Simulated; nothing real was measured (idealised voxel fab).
process module | voxel self aligned vias
cross-section cut | 300 nm wide | cells 5 nm
A cross-section is a grid of square cells, given in bands from the top down. A band is one or more rows of cells.
Each band's line starts with the height of the band's top and of its bottom, in nm. Then come its materials from left to right, each with its width in nm. One material with "throughout" fills the band from edge to edge. "air" is empty space.
Height 0 is the level under which the wafer as received is all one material. The lowest band goes on downwards, as in "0 down".
A width such as "30 to 40" changes by the same amount from each row of cells to the next, from the band's top row to its bottom row.
"no change" after a step means that no cell of the cross-section changed.
closed voids: empty space of 8 cells or more with no open way to the top, each as width x height at its distance from the left edge, in nm
after a step's settings: what the simulator itself notes on the step
overlay nm, on a step with a mask: how far to the right of its planned place the mask lay; to the left if negative
plan
1 op RECEIVE | material Si
2 op CONFORMAL_DEP | material SiO2 | thk nm 15
3 op CONFORMAL_DEP | material SiCN | thk nm 5
4 op DIRECTIONAL_DEP | material lowk | thk nm 30
5 op MASKED_ETCH | tone open | mask id LINES | width nm 20 | pitch nm 65 | etch materials lowk | depth nm 30 | overlay nm 0
6 op CONFORMAL_DEP | material TiN | thk nm 5
7 op FILL_DEP | material W | thk nm 10
8 op CMP | height nm 50
9 op SELECTIVE_ETCH | etch materials W Ru TiN | depth nm 5
10 op FILL_DEP | material SiN | thk nm 10
11 op CMP | height nm 50
12 op DIRECTIONAL_DEP | material lowk | thk nm 15
13 op PATTERN | tone open | mask id VIAS | material resist | width nm 40 | pitch nm 65 | thk nm 15 | overlay nm 0
14 op DIRECTIONAL_ETCH | etch materials lowk | depth nm 15
15 op DIRECTIONAL_ETCH | etch materials SiN | depth nm 5
16 op STRIP | etch materials resist
17 op CONFORMAL_DEP | material TiN | thk nm 5
18 op FILL_DEP | material Cu | thk nm 10
19 op CMP | height nm 65
20 op CONFORMAL_DEP | material SiN | thk nm 5
as received, after step 1
  0 down: Si throughout
  closed voids: none
first wafer at the end, as planned
  70 to 65: SiN throughout
  65 to 55: lowk 65 | TiN 5 | Cu 30 | TiN 5 | lowk 25 | TiN 5 | Cu 30 | TiN 5 | lowk 25 | TiN 5 | Cu 30 | TiN 5 | lowk 65
  55 to 50: lowk 65 | TiN 15 | Cu 10 | TiN 15 | lowk 25 | TiN 15 | Cu 10 | TiN 15 | lowk 25 | TiN 15 | Cu 10 | TiN 15 | lowk 65
  50 to 45: lowk 75 | TiN 20 | lowk 45 | TiN 20 | lowk 45 | TiN 20 | lowk 75
  45 to 25: lowk 75 | TiN 5 | W 10 | TiN 5 | lowk 45 | TiN 5 | W 10 | TiN 5 | lowk 45 | TiN 5 | W 10 | TiN 5 | lowk 75
  25 to 20: lowk 75 | TiN 20 | lowk 45 | TiN 20 | lowk 45 | TiN 20 | lowk 75
  20 to 15: SiCN throughout
  15 to 0: SiO2 throughout
  0 down: Si throughout
  closed voids: none
second wafer at the end: like start, like plan, one mistake
  70 to 65: SiN throughout
  65 to 55: lowk 70 | TiN 5 | Cu 30 | TiN 5 | lowk 25 | TiN 5 | Cu 30 | TiN 5 | lowk 25 | TiN 5 | Cu 30 | TiN 5 | lowk 60
  55 to 50: lowk 70 | TiN 10 | Cu 10 | TiN 20 | lowk 25 | TiN 10 | Cu 10 | TiN 20 | lowk 25 | TiN 10 | Cu 10 | TiN 20 | lowk 60
  50 to 45: lowk 75 | TiN 20 | lowk 45 | TiN 20 | lowk 45 | TiN 20 | lowk 75
  45 to 25: lowk 75 | TiN 5 | W 10 | TiN 5 | lowk 45 | TiN 5 | W 10 | TiN 5 | lowk 45 | TiN 5 | W 10 | TiN 5 | lowk 75
  25 to 20: lowk 75 | TiN 20 | lowk 45 | TiN 20 | lowk 45 | TiN 20 | lowk 75
  20 to 15: SiCN throughout
  15 to 0: SiO2 throughout
  0 down: Si throughout
  closed voids: none
what went wrong: step 13 ran as: op PATTERN | tone open | mask id VIAS | material resist | width nm 40 | pitch nm 65 | thk nm 15 | overlay nm 5
at the end the second wafer has, in cells: as many of each material as the first, in other places
